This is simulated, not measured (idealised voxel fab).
Process module under the name voxel lift off
Square cells of 5 nm make up the cross-section cut, whose width is 215 nm.
Cross-section = grid of square cells, listed top down in bands; band = one or more rows.
Top height, bottom height, nm. Materials left to right, width each, nm. Single material + "all across" = fills band edge to edge. "blank" = empty.
Heights are measured from 0, the level below which the as-received wafer is all one material; the lowest band has no bottom and continues downward, written as in "0 nm and below".
Per-row width for "30->40": begins at first number (top row of band), ends at second number (bottom row), increment between rows held constant.
What does "remains unaltered" mean for a step? It means no cell of the cross-section changed in that step.
Empty spaces without an open route to the top, at least 8 cells in extent, make up the entry "Listed closed voids"; each is given as width x height at distance, where the distance is measured from the left edge, and all are in nm.
Read whatever lies past the settings on a step's line as the simulator's own remark about the step.
Steps that use a mask can have "overlay nm" on their line. It says how far the mask sat to the right of where it was meant to be. Negative means to the left.
The planned process steps are enumerated hereunder
1. RECEIVE | material Si
2. CONFORMAL_DEP | material Al2O3 | thk nm 5
3. PATTERN | tone open | mask id LINES | material resist | width nm 15 | pitch nm 45 | thk nm 20 | overlay nm 0
4. DIRECTIONAL_DEP | material Ru | thk nm 10
5. STRIP | etch materials resist
6. CONFORMAL_DEP | material SiCN | thk nm 10
Delivered wafer in cross-section: state after step 1
    0 nm and below: Si all across
    Listed closed voids: none
The first of the two wafers as seen in cross-section once the module was finished; processing followed the plan
    25 nm to 15 nm: 45 nm blank  35 nm SiCN  10 nm blank  35 nm SiCN  10 nm blank  35 nm SiCN  45 nm blank
    15 nm to 5 nm: 55 nm SiCN  15 nm Ru  30 nm SiCN  15 nm Ru  30 nm SiCN  15 nm Ru  55 nm SiCN
    5 nm to 0 nm: Al2O3 all across
    0 nm and below: Si all across
    Listed closed voids: none
Presented here is a cross-section of the second of the two wafers as it stood at the end of the module. It was started in the same manner and assigned the same plan as the first wafer; however, one mistake was made in its execution
    25 nm to 15 nm: SiCN all across
    15 nm to 5 nm: 55 nm Ru  15 nm SiCN  30 nm Ru  15 nm SiCN  30 nm Ru  15 nm SiCN  55 nm Ru
    5 nm to 0 nm: Al2O3 all across
    0 nm and below: Si all across
    Listed closed voids: none
In executing the process, a mistake was made relative to the plan: not per plan at step 3, really ran PATTERN | tone cover | mask id LINES | material resist | width nm 15 | pitch nm 45 | thk nm 20 | overlay nm 0
at the end the second wafer has, in cells: 50 more of Ru | 6 fewer of SiCN
